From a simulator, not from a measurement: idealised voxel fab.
process module | voxel fin reveal
The figure presents cross-section cut, which has a width of 200 nm and is divided into square cells with an edge length of 5 nm.
Throughout this document, each cross-section is represented as a grid of square cells and is presented as a sequence of bands enumerated from the top downward, where a band comprises one or more rows of cells.
Per band: top height and bottom height in nm, followed by the left-to-right materials and their widths in nm; "throughout" marks a single material spanning edge to edge, "air" marks empty space.
Heads up on the height convention: 0 is the point under which the incoming wafer is all one material, and the lowest band has no bottom, it just keeps going down, like "0 down".
Note: "30 to 40" means the width goes from the first number (top row of the band) to the second number (bottom row) in equal steps per row of cells.
Basically "no change occurred" means that step didn't change any cell in the cross-section.
"Closed cavities" contains a list of empty spaces, each no smaller than 8 cells and without an open way to the top, written in the form width x height at distance with the distance from the left edge and all three in nm.
Step line, after settings: the simulator's comment on this step.
A step line may carry the setting "overlay nm", which, for steps involving a mask, states the distance by which the mask lay to the right of its intended position; negative values denote displacement to the left.
### Intended process steps
step 1: RECEIVE with material Si
step 2: CONFORMAL_DEP with material SiN, thk nm 10
step 3: MASKED_ETCH with tone cover, mask id FINS, width nm 15, pitch nm 35, etch materials SiN, depth nm 10, overlay nm -15
step 4: MASKED_ETCH with tone cover, mask id FINS, width nm 15, pitch nm 35, etch materials Si, depth nm 35, overlay nm 0
step 5: OXIDIZE with depth nm 5
step 6: FILL_DEP with material SiO2, thk nm 10
step 7: CMP with height nm 10
step 8: SELECTIVE_ETCH with etch materials SiO2, depth nm 35
step 9: STRIP with etch materials SiN
step 10: CONFORMAL_DEP with material HfO2, thk nm 5
The plan's step 3 overlay nm is the first wafer's value; the wafers differ in this setting and start identical.
### This is how the first of several wafers looked in cross-section when it arrived, which is after step 1
0 down  Si throughout
Closed cavities: none
### Wafer rows, end of module: cells per material gained (+) or lost (-) since receipt; closed voids last
overlay nm -15; +80 HfO2; -204 Si; +72 SiO2; Closed cavities: none
overlay nm -10; +80 HfO2; -232 Si; +84 SiO2; Closed cavities: none
overlay nm -5; +80 HfO2; -260 Si; +96 SiO2; Closed cavities: none
overlay nm 0; +80 HfO2; -288 Si; +108 SiO2; Closed cavities: none
overlay nm 5; +80 HfO2; -260 Si; +96 SiO2; Closed cavities: none
overlay nm 10; +80 HfO2; -232 Si; +84 SiO2; Closed cavities: none
overlay nm 15; +80 HfO2; -204 Si; +72 SiO2; Closed cavities: none
